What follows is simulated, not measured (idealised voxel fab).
Documented hereafter: the process module known as voxel local oxidation.
Cross-section cut spans 285 nm and uses square cells 5 nm in size.
In what follows, cross-sections appear as grids of square cells, described through bands that run from the top down, where every band is one or more rows of cells. For a band, the entry starts with two heights in nm, that of the top and then that of the bottom, and carries on with the band's materials in order from left to right, each alongside its width in nm; the word "full width" beside a single material means it fills the band edge to edge, and "air" means empty space. Convention: height 0 is the level below which the wafer, as received, is all one material. The lowest band does not terminate at the bottom but continues downward, represented as "0 and below". Width "30->40": first value at the band's top row of cells, second value at its bottom row, equal change from row to row. Key: "everything unchanged" - step with no changed cell in the cross-section. Look at "Voids, enclosed" for the closed voids: empty spaces with no open path to the top, sized 8 cells or up. Each is width x height at distance, distance from the left edge, all nm. On a step's line, text after the settings is the simulator commenting on that step. overlay nm: right-of-plan distance of the mask on a masked step; negative values mean left-of-plan.
**Here's what the planned process steps look like**
1 op RECEIVE | material Si
2 op OXIDIZE | depth nm 5
3 op CONFORMAL_DEP | material SiN | thk nm 15
4 op DIRECTIONAL_DEP | material aC | thk nm 10
5 op PATTERN | tone cover | mask id ACTIVE | material resist | width nm 105 | pitch nm 125 | thk nm 25 | overlay nm 0
6 op DIRECTIONAL_ETCH | etch materials aC | depth nm 10
7 op STRIP | etch materials resist
8 op DIRECTIONAL_ETCH | etch materials SiN | depth nm 15
9 op STRIP | etch materials aC
10 op SELECTIVE_ETCH | etch materials SiO2 | depth nm 5
11 op OXIDIZE | depth nm 15
12 op STRIP | etch materials SiN
**First of two wafers, processed according to plan**
**Cross-section of the wafer at receipt, which is the condition after step 1**
	0 and below = Si full width
	Voids, enclosed: none
**After step 2, in cross-section**
	0 down to -5 = SiO2 full width
	Anything lower than -5 is untouched.
**After step 3, in cross-section**
	15 down to 0 = SiN full width
	Anything lower than 0 is untouched.
**After step 4, in cross-section**
	25 down to 15 = aC full width
	Anything lower than 15 is untouched.
**After step 5, in cross-section**
	50 down to 25 = 25 air | 105 resist | 20 air | 105 resist | 30 air
	Anything lower than 25 is untouched.
**After step 6, in cross-section**
	40 down to 25 = 25 air | 105 resist | 20 air | 105 resist | 30 air
	25 down to 15 = 25 air | 105 aC | 20 air | 105 aC | 30 air
	Anything lower than 15 is untouched.
**After step 7, in cross-section**
	25 down to 15 = 25 air | 105 aC | 20 air | 105 aC | 30 air
	Anything lower than 15 is untouched.
**After step 8, in cross-section**
	25 down to 15 = 25 air | 105 aC | 20 air | 105 aC | 30 air
	15 down to 0 = 25 air | 105 SiN | 20 air | 105 SiN | 30 air
	Anything lower than 0 is untouched.
**After step 9, in cross-section**
	15 down to 0 = 25 air | 105 SiN | 20 air | 105 SiN | 30 air
	Anything lower than 0 is untouched.
**After step 10, in cross-section**
	15 down to 0 = 25 air | 105 SiN | 20 air | 105 SiN | 30 air
	0 down to -5 = 30 air | 95 SiO2 | 30 air | 95 SiO2 | 35 air
	Anything lower than -5 is untouched.
**After step 11, in cross-section**
	15 down to 0 = 25 air | 105 SiN | 20 air | 105 SiN | 30 air
	0 down to -5 = 30 air | 95 SiO2 | 30 air | 95 SiO2 | 35 air
	-5 down to -20 = 45 SiO2 | 65 Si | 60 SiO2 | 65 Si | 50 SiO2
	Anything lower than -20 is untouched.
**After step 12, in cross-section**
	0 down to -5 = 30 air | 95 SiO2 | 30 air | 95 SiO2 | 35 air
	Anything lower than -5 is untouched.
**Regarding the second of the two wafers: it shared the first wafer's starting condition and process plan, yet one error occurred during its execution. Its history coincides with that of the first wafer up to and including step 4**
**The second wafer cut through, at the time step 5 was supposed to be finished**
	50 down to 25 = 30 air | 100 resist | 25 air | 100 resist | 30 air
	Anything lower than 25 is untouched.
**The second wafer cut through, at the time step 6 was supposed to be finished**
	40 down to 25 = 30 air | 100 resist | 25 air | 100 resist | 30 air
	25 down to 15 = 30 air | 100 aC | 25 air | 100 aC | 30 air
	Anything lower than 15 is untouched.
**The second wafer cut through, at the time step 7 was supposed to be finished**
	25 down to 15 = 30 air | 100 aC | 25 air | 100 aC | 30 air
	Anything lower than 15 is untouched.
**The second wafer cut through, at the time step 8 was supposed to be finished**
	25 down to 15 = 30 air | 100 aC | 25 air | 100 aC | 30 air
	15 down to 0 = 30 air | 100 SiN | 25 air | 100 SiN | 30 air
	Anything lower than 0 is untouched.
**The second wafer cut through, at the time step 9 was supposed to be finished**
	15 down to 0 = 30 air | 100 SiN | 25 air | 100 SiN | 30 air
	Anything lower than 0 is untouched.
**The second wafer cut through, at the time step 10 was supposed to be finished**
	15 down to 0 = 30 air | 100 SiN | 25 air | 100 SiN | 30 air
	0 down to -5 = 35 air | 90 SiO2 | 35 air | 90 SiO2 | 35 air
	Anything lower than -5 is untouched.
**The second wafer cut through, at the time step 11 was supposed to be finished**
	15 down to 0 = 30 air | 100 SiN | 25 air | 100 SiN | 30 air
	0 down to -5 = 35 air | 90 SiO2 | 35 air | 90 SiO2 | 35 air
	-5 down to -20 = 50 SiO2 | 60 Si | 65 SiO2 | 60 Si | 50 SiO2
	Anything lower than -20 is untouched.
**The second wafer cut through, at the time step 12 was supposed to be finished**
	0 down to -5 = 35 air | 90 SiO2 | 35 air | 90 SiO2 | 35 air
	Anything lower than -5 is untouched.
Where did the run depart from the plan? not per plan at step 5, really ran op PATTERN | tone cover | mask id ACTIVE | material resist | width nm 100 | pitch nm 125 | thk nm 25 | overlay nm 0
End check, counted in cells, second wafer has more or fewer of these materials than the first: 6 fewer of Si, 4 more of SiO2
